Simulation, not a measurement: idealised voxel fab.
Process module under the name voxel ribs on slabs
Each square cell in cross-section cut measures 5 nm, and the section as a whole is 155 nm wide.
Bands, listed from the top down, are how a cross-section gets written in this document; the cross-section itself is a grid of square cells, and a band is one or more rows of them. Within each band entry, the heights of the top and of the bottom of the band appear first, in that order and in nm; the materials of the band then follow from left to right, each with its corresponding width in nm. The designation "all across" on a single material indicates that it fills the band from edge to edge; the designation "blank" indicates empty space. Below 0: as-received wafer, all one material; heights counted from there. Lowest band: no bottom, goes on down, written "z 0 and below". The expression "30 to 40" gives the width at the extremes of the band, the first number at its top row of cells and the second at its bottom row, with the width changing by equal amounts from each row to the next in between. "no alterations made" -> step changed no cross-section cell. "Non-vented voids" - sealed voids, min. 8 cells, no opening to top; format: width x height at distance (distance from left edge; nm throughout). Whatever follows a step's settings on its line is a remark the simulator itself makes about that step. overlay nm, on a step with a mask: how far to the right of its planned place the mask lay; to the left if negative.
Set out below are the planned steps of the process:
- 1: RECEIVE,material Si
- 2: DIRECTIONAL_DEP,material SiO2,thk nm 20
- 3: DIRECTIONAL_DEP,material SiN,thk nm 25
- 4: PATTERN,tone cover,mask id RIB,material resist,width nm 30,thk nm 20,overlay nm 0
- 5: DIRECTIONAL_ETCH,etch materials SiN,depth nm 15
- 6: STRIP,etch materials resist
- 7: MASKED_ETCH,tone cover,mask id SLAB,width nm 90,etch materials SiN,depth nm 10,overlay nm 0
- 8: FILL_DEP,material SiO2,thk nm 15
- 9: CMP,height nm 55
- 10: DIRECTIONAL_DEP,material W,thk nm 10
- 11: PATTERN,tone cover,mask id HEATER,material resist,width nm 40,thk nm 20,overlay nm 0
- 12: DIRECTIONAL_ETCH,etch materials W,depth nm 10
- 13: STRIP,etch materials resist
- 14: CONFORMAL_DEP,material SiO2,thk nm 5
Wafer cross-section on receipt, i.e. after step 1:
z 0 and below = Si all across
Non-vented voids: none
Cross-section: first of two wafers, module finished, run according to plan:
z 70 to 65 = blank: 50 / SiO2: 50 / blank: 55
z 65 to 60 = blank: 50 / SiO2: 5 / W: 40 / SiO2: 5 / blank: 55
z 60 to 55 = SiO2: 55 / W: 40 / SiO2: 60
z 55 to 45 = SiO2 all across
z 45 to 30 = SiO2: 60 / SiN: 30 / SiO2: 65
z 30 to 20 = SiO2: 30 / SiN: 90 / SiO2: 35
z 20 to 0 = SiO2 all across
z 0 and below = Si all across
Non-vented voids: none
Module end: cross-section of wafer two of two. Same start and process plan as the first wafer. One mistake during execution:
z 70 to 45 = SiO2 all across
z 45 to 30 = SiO2: 60 / SiN: 30 / SiO2: 65
z 30 to 20 = SiO2: 30 / SiN: 90 / SiO2: 35
z 20 to 0 = SiO2 all across
z 0 and below = Si all across
Non-vented voids: none
What broke from the plan during processing? step 10 changed vs plan, executed as DIRECTIONAL_DEP,material SiO2,thk nm 10
Counted in cells at the end, the second wafer holds more or fewer of these materials than the first: +58 SiO2, -16 W
